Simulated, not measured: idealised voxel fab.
Module name: voxel capacitor over wiring (process module)
This is section cut - it's 270 nm across, gridded in 5 nm square cells.
Cross-section layout: square cells on a grid; listed as bands, top to bottom; a band spans one or more cell rows.
For a band, the entry starts with two heights in nm, that of the top and then that of the bottom, and carries on with the band's materials in order from left to right, each alongside its width in nm; the word "throughout" beside a single material means it fills the band edge to edge, and "air" means empty space.
All heights in this document are referenced to 0, defined as the level beneath which the wafer, as received, consists entirely of one material. The lowest band is not bounded below; it extends indefinitely downward and is written in the form "0 -> down".
It should be noted that a width expressed as "30..40" varies in equal increments from row to row of cells within the band, taking the value of the first number at the top row and that of the second number at the bottom row.
"no modifications" means the step left every cell of the cross-section as it was.
The list in "Closed cavity list" covers empty spaces of 8 cells or more that cannot reach the top through any open way, and it gives each as width x height at distance; the distance is from the left edge, and width, height and distance are in nm.
That trailing text on a step's line, after the settings, is the simulator's own remark on the step.
"overlay nm", when on a step's line for a step with a mask, measures how far to the right of its planned place the mask lay; a negative measure means to the left.
[The planned process steps are enumerated hereunder]
| 1 | RECEIVE with material Si |
| 2 | CONFORMAL_DEP with material SiO2, thk nm 15 |
| 3 | CONFORMAL_DEP with material SiCN, thk nm 5 |
| 4 | DIRECTIONAL_DEP with material SiO2, thk nm 20 |
| 5 | PATTERN with tone open, mask id METAL_1, material resist, width nm 30, pitch nm 80, thk nm 20, overlay nm 0 |
| 6 | DIRECTIONAL_ETCH with etch materials SiO2, depth nm 20 |
| 7 | DIRECTIONAL_ETCH with etch materials SiCN, depth nm 5 |
| 8 | STRIP with etch materials resist |
| 9 | CONFORMAL_DEP with material TiN, thk nm 5 |
| 10 | FILL_DEP with material Cu, thk nm 5 |
| 11 | CMP with height nm 40 |
| 12 | EPI with material Ru, thk nm 5 |
| 13 | FILL_DEP with material SiCN, thk nm 5 |
| 14 | DIRECTIONAL_DEP with material lowk, thk nm 20 |
| 15 | PATTERN with tone open, mask id PLUG_1, material resist, width nm 15, thk nm 15, overlay nm 0 |
| 16 | DIRECTIONAL_ETCH with etch materials lowk, depth nm 20 |
| 17 | DIRECTIONAL_ETCH with etch materials SiCN, depth nm 5 |
| 18 | STRIP with etch materials resist |
| 19 | EPI with material Ru, thk nm 10 |
| 20 | EPI with material Ru, thk nm 10 |
| 21 | EPI with material Ru, thk nm 5 |
| 22 | DIRECTIONAL_DEP with material TiN, thk nm 5 |
| 23 | DIRECTIONAL_DEP with material Al2O3, thk nm 5 |
| 24 | DIRECTIONAL_DEP with material TiN, thk nm 10 |
| 25 | DIRECTIONAL_DEP with material aC, thk nm 15 |
| 26 | PATTERN with tone cover, mask id UPPER_PLATE, material resist, width nm 55, thk nm 35, overlay nm 0 |
| 27 | DIRECTIONAL_ETCH with etch materials aC, depth nm 15 |
| 28 | STRIP with etch materials resist |
| 29 | DIRECTIONAL_ETCH with etch materials TiN, depth nm 10 |
| 30 | DIRECTIONAL_ETCH with etch materials Al2O3, depth nm 5 |
| 31 | STRIP with etch materials aC |
| 32 | MASKED_ETCH with tone cover, mask id LOWER_PLATE, width nm 65, etch materials TiN, depth nm 5, overlay nm 0 |
| 33 | FILL_DEP with material SiO2, thk nm 20 |
| 34 | CMP with height nm 105 |
| 35 | PATTERN with tone open, mask id PLUG_2, material resist, width nm 15, thk nm 15, overlay nm 0 |
| 36 | DIRECTIONAL_ETCH with etch materials SiO2, depth nm 15 |
| 37 | STRIP with etch materials resist |
| 38 | CONFORMAL_DEP with material TiN, thk nm 5 |
| 39 | FILL_DEP with material W, thk nm 10 |
| 40 | CMP with height nm 105 |
| 41 | CONFORMAL_DEP with material SiN, thk nm 5 |
[The first of two wafers, run as planned]
[Received-state cross-section, reflecting completion of step 1]
- 0 -> down | Si throughout
- Closed cavity list: none
[How the wafer stands in section after step 2]
- 15 -> 0 | SiO2 throughout
- Under the height 0 nothing was changed.
[How the wafer stands in section after step 3]
- 20 -> 15 | SiCN throughout
- Under the height 15 nothing was changed.
[How the wafer stands in section after step 4]
- 40 -> 20 | SiO2 throughout
- Under the height 20 nothing was changed.
[How the wafer stands in section after step 5]
- 60 -> 40 | 80 nm resist | 30 nm air | 50 nm resist | 30 nm air | 80 nm resist
- Under the height 40 nothing was changed.
[How the wafer stands in section after step 6]
- 60 -> 40 | 80 nm resist | 30 nm air | 50 nm resist | 30 nm air | 80 nm resist
- 40 -> 20 | 80 nm SiO2 | 30 nm air | 50 nm SiO2 | 30 nm air | 80 nm SiO2
- Under the height 20 nothing was changed.
[How the wafer stands in section after step 7]
- 60 -> 40 | 80 nm resist | 30 nm air | 50 nm resist | 30 nm air | 80 nm resist
- 40 -> 20 | 80 nm SiO2 | 30 nm air | 50 nm SiO2 | 30 nm air | 80 nm SiO2
- 20 -> 15 | 80 nm SiCN | 30 nm air | 50 nm SiCN | 30 nm air | 80 nm SiCN
- Under the height 15 nothing was changed.
[How the wafer stands in section after step 8]
- 40 -> 20 | 80 nm SiO2 | 30 nm air | 50 nm SiO2 | 30 nm air | 80 nm SiO2
- Under the height 20 nothing was changed.
[How the wafer stands in section after step 9]
- 45 -> 40 | 85 nm TiN | 20 nm air | 60 nm TiN | 20 nm air | 85 nm TiN
- 40 -> 20 | 80 nm SiO2 | 5 nm TiN | 20 nm air | 5 nm TiN | 50 nm SiO2 | 5 nm TiN | 20 nm air | 5 nm TiN | 80 nm SiO2
- 20 -> 15 | 80 nm SiCN | 30 nm TiN | 50 nm SiCN | 30 nm TiN | 80 nm SiCN
- Under the height 15 nothing was changed.
[How the wafer stands in section after step 10]
- 50 -> 45 | Cu throughout
- 45 -> 40 | 85 nm TiN | 20 nm Cu | 60 nm TiN | 20 nm Cu | 85 nm TiN
- 40 -> 20 | 80 nm SiO2 | 5 nm TiN | 20 nm Cu | 5 nm TiN | 50 nm SiO2 | 5 nm TiN | 20 nm Cu | 5 nm TiN | 80 nm SiO2
- Under the height 20 nothing was changed.
[How the wafer stands in section after step 11]
- 40 -> 20 | 80 nm SiO2 | 5 nm TiN | 20 nm Cu | 5 nm TiN | 50 nm SiO2 | 5 nm TiN | 20 nm Cu | 5 nm TiN | 80 nm SiO2
- Under the height 20 nothing was changed.
[How the wafer stands in section after step 12]
- 45 -> 40 | 75 nm air | 40 nm Ru | 40 nm air | 40 nm Ru | 75 nm air
- Under the height 40 nothing was changed.
[How the wafer stands in section after step 13]
- 50 -> 45 | SiCN throughout
- 45 -> 40 | 75 nm SiCN | 40 nm Ru | 40 nm SiCN | 40 nm Ru | 75 nm SiCN
- Under the height 40 nothing was changed.
[How the wafer stands in section after step 14]
- 70 -> 50 | lowk throughout
- Under the height 50 nothing was changed.
[How the wafer stands in section after step 15]
- 85 -> 70 | 95 nm resist | 15 nm air | 160 nm resist
- Under the height 70 nothing was changed.
[How the wafer stands in section after step 16]
- 85 -> 70 | 95 nm resist | 15 nm air | 160 nm resist
- 70 -> 50 | 95 nm lowk | 15 nm air | 160 nm lowk
- Under the height 50 nothing was changed.
[How the wafer stands in section after step 17]
- 85 -> 70 | 95 nm resist | 15 nm air | 160 nm resist
- 70 -> 50 | 95 nm lowk | 15 nm air | 160 nm lowk
- 50 -> 45 | 95 nm SiCN | 15 nm air | 160 nm SiCN
- Under the height 45 nothing was changed.
[How the wafer stands in section after step 18]
- 70 -> 50 | 95 nm lowk | 15 nm air | 160 nm lowk
- Under the height 50 nothing was changed.
[How the wafer stands in section after step 19]
- 70 -> 55 | 95 nm lowk | 15 nm air | 160 nm lowk
- 55 -> 50 | 95 nm lowk | 15 nm Ru | 160 nm lowk
- 50 -> 45 | 95 nm SiCN | 15 nm Ru | 160 nm SiCN
- Under the height 45 nothing was changed.
[How the wafer stands in section after step 20]
- 70 -> 65 | 95 nm lowk | 15 nm air | 160 nm lowk
- 65 -> 50 | 95 nm lowk | 15 nm Ru | 160 nm lowk
- Under the height 50 nothing was changed.
[How the wafer stands in section after step 21]
- 70 -> 50 | 95 nm lowk | 15 nm Ru | 160 nm lowk
- Under the height 50 nothing was changed.
[How the wafer stands in section after step 22]
- 75 -> 70 | TiN throughout
- Under the height 70 nothing was changed.
[How the wafer stands in section after step 23]
- 80 -> 75 | Al2O3 throughout
- Under the height 75 nothing was changed.
[How the wafer stands in section after step 24]
- 90 -> 80 | TiN throughout
- Under the height 80 nothing was changed.
[How the wafer stands in section after step 25]
- 105 -> 90 | aC throughout
- Under the height 90 nothing was changed.
[How the wafer stands in section after step 26]
- 140 -> 105 | 95 nm air | 55 nm resist | 120 nm air
- Under the height 105 nothing was changed.
[How the wafer stands in section after step 27]
- 125 -> 105 | 95 nm air | 55 nm resist | 120 nm air
- 105 -> 90 | 95 nm air | 55 nm aC | 120 nm air
- Under the height 90 nothing was changed.
[How the wafer stands in section after step 28]
- 105 -> 90 | 95 nm air | 55 nm aC | 120 nm air
- Under the height 90 nothing was changed.
[How the wafer stands in section after step 29]
- 105 -> 90 | 95 nm air | 55 nm aC | 120 nm air
- 90 -> 80 | 95 nm air | 55 nm TiN | 120 nm air
- Under the height 80 nothing was changed.
[How the wafer stands in section after step 30]
- 105 -> 90 | 95 nm air | 55 nm aC | 120 nm air
- 90 -> 80 | 95 nm air | 55 nm TiN | 120 nm air
- 80 -> 75 | 95 nm air | 55 nm Al2O3 | 120 nm air
- Under the height 75 nothing was changed.
[How the wafer stands in section after step 31]
- 90 -> 80 | 95 nm air | 55 nm TiN | 120 nm air
- Under the height 80 nothing was changed.
[How the wafer stands in section after step 32]
- 90 -> 80 | 95 nm air | 55 nm TiN | 120 nm air
- 80 -> 75 | 95 nm air | 55 nm Al2O3 | 120 nm air
- 75 -> 70 | 90 nm air | 65 nm TiN | 115 nm air
- Under the height 70 nothing was changed.
[How the wafer stands in section after step 33]
- 110 -> 90 | SiO2 throughout
- 90 -> 80 | 95 nm SiO2 | 55 nm TiN | 120 nm SiO2
- 80 -> 75 | 95 nm SiO2 | 55 nm Al2O3 | 120 nm SiO2
- 75 -> 70 | 90 nm SiO2 | 65 nm TiN | 115 nm SiO2
- Under the height 70 nothing was changed.
[How the wafer stands in section after step 34]
- 105 -> 90 | SiO2 throughout
- Under the height 90 nothing was changed.
[How the wafer stands in section after step 35]
- 120 -> 105 | 105 nm resist | 15 nm air | 150 nm resist
- Under the height 105 nothing was changed.
[How the wafer stands in section after step 36]
- 120 -> 105 | 105 nm resist | 15 nm air | 150 nm resist
- 105 -> 90 | 105 nm SiO2 | 15 nm air | 150 nm SiO2
- Under the height 90 nothing was changed.
[How the wafer stands in section after step 37]
- 105 -> 90 | 105 nm SiO2 | 15 nm air | 150 nm SiO2
- Under the height 90 nothing was changed.
[How the wafer stands in section after step 38]
- 110 -> 105 | 110 nm TiN | 5 nm air | 155 nm TiN
- 105 -> 95 | 105 nm SiO2 | 5 nm TiN | 5 nm air | 5 nm TiN | 150 nm SiO2
- 95 -> 90 | 105 nm SiO2 | 15 nm TiN | 150 nm SiO2
- Under the height 90 nothing was changed.
[How the wafer stands in section after step 39]
- 120 -> 110 | W throughout
- 110 -> 105 | 110 nm TiN | 5 nm W | 155 nm TiN
- 105 -> 95 | 105 nm SiO2 | 5 nm TiN | 5 nm W | 5 nm TiN | 150 nm SiO2
- Under the height 95 nothing was changed.
[How the wafer stands in section after step 40]
- 105 -> 95 | 105 nm SiO2 | 5 nm TiN | 5 nm W | 5 nm TiN | 150 nm SiO2
- Under the height 95 nothing was changed.
[How the wafer stands in section after step 41]
- 110 -> 105 | SiN throughout
- Under the height 105 nothing was changed.
[It is to be noted that the second wafer proceeded from the same initial state and according to the same plan as the first, although one mistake was committed in its execution; through step 21, inclusive, the two wafers share an identical history]
[Cross-sectional representation of the second wafer at the time designated in the plan for the completion of step 22]
- 75 -> 70 | Al2O3 throughout
- Under the height 70 nothing was changed.
[Cross-sectional representation of the second wafer at the time designated in the plan for the completion of step 23]
- 80 -> 75 | TiN throughout
- Under the height 75 nothing was changed.
[Cross-sectional representation of the second wafer at the time designated in the plan for the completion of step 24]
- 90 -> 75 | TiN throughout
- Under the height 75 nothing was changed.
[Cross-sectional representation of the second wafer at the time designated in the plan for the completion of step 25]
- 105 -> 90 | aC throughout
- Under the height 90 nothing was changed.
[Cross-sectional representation of the second wafer at the time designated in the plan for the completion of step 26]
- 140 -> 105 | 95 nm air | 55 nm resist | 120 nm air
- Under the height 105 nothing was changed.
[Cross-sectional representation of the second wafer at the time designated in the plan for the completion of step 27]
- 125 -> 105 | 95 nm air | 55 nm resist | 120 nm air
- 105 -> 90 | 95 nm air | 55 nm aC | 120 nm air
- Under the height 90 nothing was changed.
[Cross-sectional representation of the second wafer at the time designated in the plan for the completion of step 28]
- 105 -> 90 | 95 nm air | 55 nm aC | 120 nm air
- Under the height 90 nothing was changed.
[Cross-sectional representation of the second wafer at the time designated in the plan for the completion of step 29]
- 105 -> 90 | 95 nm air | 55 nm aC | 120 nm air
- 90 -> 80 | 95 nm air | 55 nm TiN | 120 nm air
- Under the height 80 nothing was changed.
Cross-sectional representation of the second wafer at the time designated in the plan for the completion of step 30: no modifications
[Cross-sectional representation of the second wafer at the time designated in the plan for the completion of step 31]
- 90 -> 80 | 95 nm air | 55 nm TiN | 120 nm air
- Under the height 80 nothing was changed.
[Cross-sectional representation of the second wafer at the time designated in the plan for the completion of step 32]
- 90 -> 80 | 95 nm air | 55 nm TiN | 120 nm air
- 80 -> 75 | 90 nm air | 65 nm TiN | 115 nm air
- Under the height 75 nothing was changed.
[Cross-sectional representation of the second wafer at the time designated in the plan for the completion of step 33]
- 110 -> 90 | SiO2 throughout
- 90 -> 80 | 95 nm SiO2 | 55 nm TiN | 120 nm SiO2
- 80 -> 75 | 90 nm SiO2 | 65 nm TiN | 115 nm SiO2
- Under the height 75 nothing was changed.
[Cross-sectional representation of the second wafer at the time designated in the plan for the completion of step 34]
- 105 -> 90 | SiO2 throughout
- Under the height 90 nothing was changed.
[Cross-sectional representation of the second wafer at the time designated in the plan for the completion of step 35]
- 120 -> 105 | 105 nm resist | 15 nm air | 150 nm resist
- Under the height 105 nothing was changed.
[Cross-sectional representation of the second wafer at the time designated in the plan for the completion of step 36]
- 120 -> 105 | 105 nm resist | 15 nm air | 150 nm resist
- 105 -> 90 | 105 nm SiO2 | 15 nm air | 150 nm SiO2
- Under the height 90 nothing was changed.
[Cross-sectional representation of the second wafer at the time designated in the plan for the completion of step 37]
- 105 -> 90 | 105 nm SiO2 | 15 nm air | 150 nm SiO2
- Under the height 90 nothing was changed.
[Cross-sectional representation of the second wafer at the time designated in the plan for the completion of step 38]
- 110 -> 105 | 110 nm TiN | 5 nm air | 155 nm TiN
- 105 -> 95 | 105 nm SiO2 | 5 nm TiN | 5 nm air | 5 nm TiN | 150 nm SiO2
- 95 -> 90 | 105 nm SiO2 | 15 nm TiN | 150 nm SiO2
- Under the height 90 nothing was changed.
[Cross-sectional representation of the second wafer at the time designated in the plan for the completion of step 39]
- 120 -> 110 | W throughout
- 110 -> 105 | 110 nm TiN | 5 nm W | 155 nm TiN
- 105 -> 95 | 105 nm SiO2 | 5 nm TiN | 5 nm W | 5 nm TiN | 150 nm SiO2
- Under the height 95 nothing was changed.
[Cross-sectional representation of the second wafer at the time designated in the plan for the completion of step 40]
- 105 -> 95 | 105 nm SiO2 | 5 nm TiN | 5 nm W | 5 nm TiN | 150 nm SiO2
- Under the height 95 nothing was changed.
[Cross-sectional representation of the second wafer at the time designated in the plan for the completion of step 41]
- 110 -> 105 | SiN throughout
- Under the height 105 nothing was changed.
Want to know what went wrong? so 22 and 23 got swapped relative to the plan, each ran where the other was supposed to
Bottom line after processing is that, in cells, the second wafer is up or down on some materials versus the first: 43 more of Al2O3; 43 fewer of SiO2
